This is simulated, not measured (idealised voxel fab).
voxel self aligned vias: a process module
Square cell edge 5 nm, section width 170 nm, ID cut.
In this document a cross-section is written as a grid of square cells. It is given as a series of bands, listed from the top down, and a band is one or more rows of cells. In this notation a band is specified by the heights of its top and bottom, in that order and in nm, after which its materials appear from left to right, each paired with its width in nm. The word "throughout" attached to a single material means that material fills the band from edge to edge; the word "air" stands for empty space. Ref level 0: as-received wafer is one material below here. Bottom band extends down with no lower bound ("top 0, no bottom"). Quick explanation for "30 to 40": the width changes in equal steps down the rows of cells, from the first number in the band's top row to the second number in its bottom row. Step note "no modifications" = no cross-section cell changed. Under "Cavities, sealed" you'll find the enclosed gaps, the ones with no way out to the top, that are 8 cells or bigger; each reads width x height at distance, with distance counted from the left edge, everything in nm. The remark found on a step's line after its settings is issued by the simulator itself and pertains to that step. Among the settings permitted on a step's line is "overlay nm"; applied to a step with a mask, it specifies the extent to which the mask lay to the right of its planned position, whereas a negative figure signifies a position to the left.

The steps planned for the process are as follows:
- 1: RECEIVE, material Si
- 2: CONFORMAL_DEP, material SiO2, thk nm 15
- 3: CONFORMAL_DEP, material SiCN, thk nm 5
- 4: DIRECTIONAL_DEP, material SiO2, thk nm 30
- 5: MASKED_ETCH, tone open, mask id LINES, width nm 30, pitch nm 75, etch materials SiO2, depth nm 30, overlay nm 0
- 6: CONFORMAL_DEP, material TiN, thk nm 5
- 7: FILL_DEP, material W, thk nm 5
- 8: CMP, height nm 50
- 9: SELECTIVE_ETCH, etch materials W Ru TiN, depth nm 10
- 10: FILL_DEP, material SiN, thk nm 5
- 11: CMP, height nm 50
- 12: DIRECTIONAL_DEP, material SiO2, thk nm 20
- 13: PATTERN, tone open, mask id VIAS, material resist, width nm 50, pitch nm 75, thk nm 20, overlay nm 0
- 14: DIRECTIONAL_ETCH, etch materials SiO2, depth nm 20
- 15: DIRECTIONAL_ETCH, etch materials SiN, depth nm 10
- 16: STRIP, etch materials resist
- 17: CONFORMAL_DEP, material TiN, thk nm 5
- 18: FILL_DEP, material Cu, thk nm 5
- 19: CMP, height nm 70
- 20: CONFORMAL_DEP, material SiCN, thk nm 5

Shown in cross-section is the wafer as received, that is, as it stands after step 1:
* top 0, no bottom: Si throughout
* Cavities, sealed: none

The first of the two wafers as seen in cross-section once the module was finished; processing followed the plan:
* top 75, bottom 70: SiCN throughout
* top 70, bottom 55: SiO2 20 | TiN 5 | Cu 40 | TiN 5 | SiO2 25 | TiN 5 | Cu 40 | TiN 5 | SiO2 25
* top 55, bottom 45: SiO2 20 to 30 | TiN 15 to 5 | Cu 20 | TiN 15 to 5 | SiO2 25 to 45 | TiN 15 to 5 | Cu 20 | TiN 15 to 5 | SiO2 25 to 35
* top 45, bottom 40: SiO2 30 | TiN 30 | SiO2 45 | TiN 30 | SiO2 35
* top 40, bottom 25: SiO2 30 | TiN 5 | W 20 | TiN 5 | SiO2 45 | TiN 5 | W 20 | TiN 5 | SiO2 35
* top 25, bottom 20: SiO2 30 | TiN 30 | SiO2 45 | TiN 30 | SiO2 35
* top 20, bottom 15: SiCN throughout
* top 15, bottom 0: SiO2 throughout
* top 0, no bottom: Si throughout
* Cavities, sealed: none

Same start, same plan as the first wafer - but one mistake in the run. Cross-section of the second of the two at the end of the module:
* top 75, bottom 70: SiCN throughout
* top 70, bottom 50: SiO2 20 | TiN 5 | Cu 40 | TiN 5 | SiO2 25 | TiN 5 | Cu 40 | TiN 5 | SiO2 25
* top 50, bottom 45: SiN 20 | TiN 15 | Cu 20 | TiN 15 | SiN 25 | TiN 15 | Cu 20 | TiN 15 | SiN 25
* top 45, bottom 40: SiO2 30 | TiN 30 | SiO2 45 | TiN 30 | SiO2 35
* top 40, bottom 20: SiO2 30 | TiN 5 | W 20 | TiN 5 | SiO2 45 | TiN 5 | W 20 | TiN 5 | SiO2 35
* top 20, bottom 15: SiO2 30 | TiN 30 | SiO2 45 | TiN 30 | SiO2 35
* top 15, bottom 0: SiO2 throughout
* top 0, no bottom: Si throughout
* Cavities, sealed: none
Processing error: step 3 of the plan was omitted and not executed
Cell-count delta at end, second wafer over first, by material: Cu +8 | SiCN -34 | SiN +14 | TiN +4 | W +8
